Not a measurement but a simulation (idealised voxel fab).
Module name: voxel transistor to metal (process module)
Cross-section cut spans 155 nm and uses square cells 5 nm in size.
When this document writes out a cross-section, it uses a grid of square cells and lists it as bands, beginning at the top and moving down, with a band standing for one or more rows of cells.
Each band's line starts with the height of the band's top and of its bottom, in nm. Then come its materials from left to right, each with its width in nm. One material with "throughout" fills the band from edge to edge. "air" is empty space.
All heights in this document are referenced to 0, defined as the level beneath which the wafer, as received, consists entirely of one material. The lowest band is not bounded below; it extends indefinitely downward and is written in the form "z 0 and below".
Graded width ("30->40"): value in top row of band = first number; value in bottom row = second number; row-to-row change constant.
Where a step carries "left unchanged", the cross-section came out of it unchanged, cell for cell.
For the entry "Non-vented voids", the listed items are empty spaces with no open way to the top whose size is 8 cells or more; each item follows the pattern width x height at distance, where distance is from the left edge and all three are in nm.
If you see something after the settings on a step's line, that's the simulator's own remark about that step.
"overlay nm" answers the question of how far to the right of plan the mask lay on a step that has a mask, and when it is negative the answer is to the left.
**Steps in the process plan**
| 1 | RECEIVE with material Si |
| 2 | OXIDIZE with depth nm 5 |
| 3 | CONFORMAL_DEP with material SiN, thk nm 10 |
| 4 | PATTERN with tone cover, mask id ACTIVE, material resist, width nm 100, thk nm 20, overlay nm 0 |
| 5 | DIRECTIONAL_ETCH with etch materials SiN, depth nm 10 |
| 6 | DIRECTIONAL_ETCH with etch materials SiO2, depth nm 5 |
| 7 | DIRECTIONAL_ETCH with etch materials Si, depth nm 20 |
| 8 | STRIP with etch materials resist |
| 9 | OXIDIZE with depth nm 5 |
| 10 | FILL_DEP with material SiO2, thk nm 5 |
| 11 | CMP with height nm 10 |
| 12 | SELECTIVE_ETCH with etch materials SiO2, depth nm 10 |
| 13 | STRIP with etch materials SiN |
| 14 | SELECTIVE_ETCH with etch materials SiO2, depth nm 5 |
| 15 | OXIDIZE with depth nm 5 |
| 16 | DIRECTIONAL_DEP with material polySi, thk nm 20 |
| 17 | DIRECTIONAL_DEP with material SiCN, thk nm 10 |
| 18 | PATTERN with tone cover, mask id GATE, material resist, width nm 20, thk nm 20, overlay nm 0 |
| 19 | DIRECTIONAL_ETCH with etch materials SiCN, depth nm 20 |
| 20 | DIRECTIONAL_ETCH with etch materials polySi, depth nm 30 |
| 21 | STRIP with etch materials resist |
| 22 | CONFORMAL_DEP with material SiN, thk nm 5 |
| 23 | DIRECTIONAL_ETCH with etch materials SiN, depth nm 5 |
| 24 | DIRECTIONAL_ETCH with etch materials SiO2, depth nm 5 |
| 25 | DIRECTIONAL_ETCH with etch materials Si, depth nm 5 |
| 26 | EPI with material pSi, thk nm 5 |
| 27 | FILL_DEP with material SiO2, thk nm 10 |
| 28 | CMP with height nm 25 |
| 29 | DIRECTIONAL_DEP with material SiO2, thk nm 15 |
| 30 | PATTERN with tone open, mask id CONTACT, material resist, width nm 30, pitch nm 60, thk nm 15, overlay nm 0 |
| 31 | DIRECTIONAL_ETCH with etch materials SiO2, depth nm 50 |
| 32 | STRIP with etch materials resist |
| 33 | CONFORMAL_DEP with material TiN, thk nm 5 |
| 34 | FILL_DEP with material Ru, thk nm 10 |
| 35 | CMP with height nm 40 |
| 36 | CONFORMAL_DEP with material SiCN, thk nm 5 |
| 37 | DIRECTIONAL_DEP with material SiO2, thk nm 20 |
| 38 | DIRECTIONAL_DEP with material aC, thk nm 10 |
| 39 | PATTERN with tone open, mask id METAL_1, material resist, width nm 20, pitch nm 70, thk nm 25, overlay nm 0 |
| 40 | DIRECTIONAL_ETCH with etch materials aC, depth nm 10 |
| 41 | STRIP with etch materials resist |
| 42 | DIRECTIONAL_ETCH with etch materials SiO2, depth nm 20 |
| 43 | DIRECTIONAL_ETCH with etch materials SiCN, depth nm 5 |
| 44 | STRIP with etch materials aC |
| 45 | CONFORMAL_DEP with material TiN, thk nm 5 |
| 46 | FILL_DEP with material Ru, thk nm 10 |
| 47 | CMP with height nm 65 |
| 48 | EPI with material Ru, thk nm 5 |
| 49 | FILL_DEP with material SiCN, thk nm 5 |
| 50 | DIRECTIONAL_DEP with material lowk, thk nm 30 |
| 51 | MASKED_ETCH with tone open, mask id METAL_2, width nm 20, pitch nm 70, etch materials lowk, depth nm 15, overlay nm 0 |
| 52 | MASKED_ETCH with tone open, mask id METAL_2_HOLES, width nm 15, pitch nm 70, etch materials lowk, depth nm 15, overlay nm 0 |
| 53 | MASKED_ETCH with tone open, mask id METAL_2_HOLES, width nm 15, pitch nm 70, etch materials SiCN, depth nm 5, overlay nm 0 |
| 54 | CONFORMAL_DEP with material TiN, thk nm 5 |
| 55 | FILL_DEP with material Ru, thk nm 10 |
| 56 | CMP with height nm 105 |
| 57 | CONFORMAL_DEP with material SiN, thk nm 5 |
**Wafer as received: cross-section following step 1**
* z 0 and below  Si throughout
* Non-vented voids: none
**Cross-section, end of module. Start: as above. Plan: as above. Execution: one mistake**
* z 110 to 105  SiN throughout
* z 105 to 85  30 of lowk, then 5 of TiN, then 10 of Ru, then 5 of TiN, then 50 of lowk, then 5 of TiN, then 10 of Ru, then 5 of TiN, then 35 of lowk
* z 85 to 75  30 of lowk, then 5 of TiN, then 5 of Ru, then 10->5 of TiN, then 50->55 of lowk, then 5 of TiN, then 5 of Ru, then 10->5 of TiN, then 35->40 of lowk
* z 75 to 70  30 of SiCN, then 15 of TiN, then 55 of SiCN, then 15 of TiN, then 40 of SiCN
* z 70 to 65  25 of SiCN, then 30 of Ru, then 40 of SiCN, then 30 of Ru, then 30 of SiCN
* z 65 to 45  30 of SiO2, then 5 of TiN, then 10 of Ru, then 5 of TiN, then 50 of SiO2, then 5 of TiN, then 10 of Ru, then 5 of TiN, then 35 of SiO2
* z 45 to 40  30 of SiCN, then 20 of TiN, then 50 of SiCN, then 20 of TiN, then 35 of SiCN
* z 40 to 25  30 of SiO2, then 5 of TiN, then 20 of Ru, then 5 of TiN, then 30 of SiO2, then 5 of TiN, then 20 of Ru, then 5 of TiN, then 35 of SiO2
* z 25 to 15  30 of SiO2, then 5 of TiN, then 20 of Ru, then 5 of TiN, then 5 of SiN, then 20 of SiCN, then 5 of SiN, then 5 of TiN, then 20 of Ru, then 5 of TiN, then 35 of SiO2
* z 15 to 0  30 of SiO2, then 5 of TiN, then 20 of Ru, then 5 of TiN, then 5 of SiN, then 20 of polySi, then 5 of SiN, then 5 of TiN, then 20 of Ru, then 5 of TiN, then 35 of SiO2
* z 0 to -5  30 of SiO2, then 5 of TiN, then 15 of Ru, then 10 of TiN, then 5 of SiN, then 20 of polySi, then 5 of SiN, then 10 of TiN, then 15 of Ru, then 5 of TiN, then 35 of SiO2
* z -5 to -10  30 of SiO2, then 25 of TiN, then 5 of pSi, then 30 of SiO2, then 5 of pSi, then 25 of TiN, then 35 of SiO2
* z -10 to -15  30 of SiO2, then 30 of pSi, then 30 of Si, then 30 of pSi, then 35 of SiO2
* z -15 to -30  30 of SiO2, then 90 of Si, then 35 of SiO2
* z -30 and below  Si throughout
* Non-vented voids: none
Processing error: step 51 was not run as planned; what actually ran was MASKED_ETCH with tone open, mask id METAL_2, width nm 20, pitch nm 70, etch materials lowk, depth nm 25, overlay nm 0
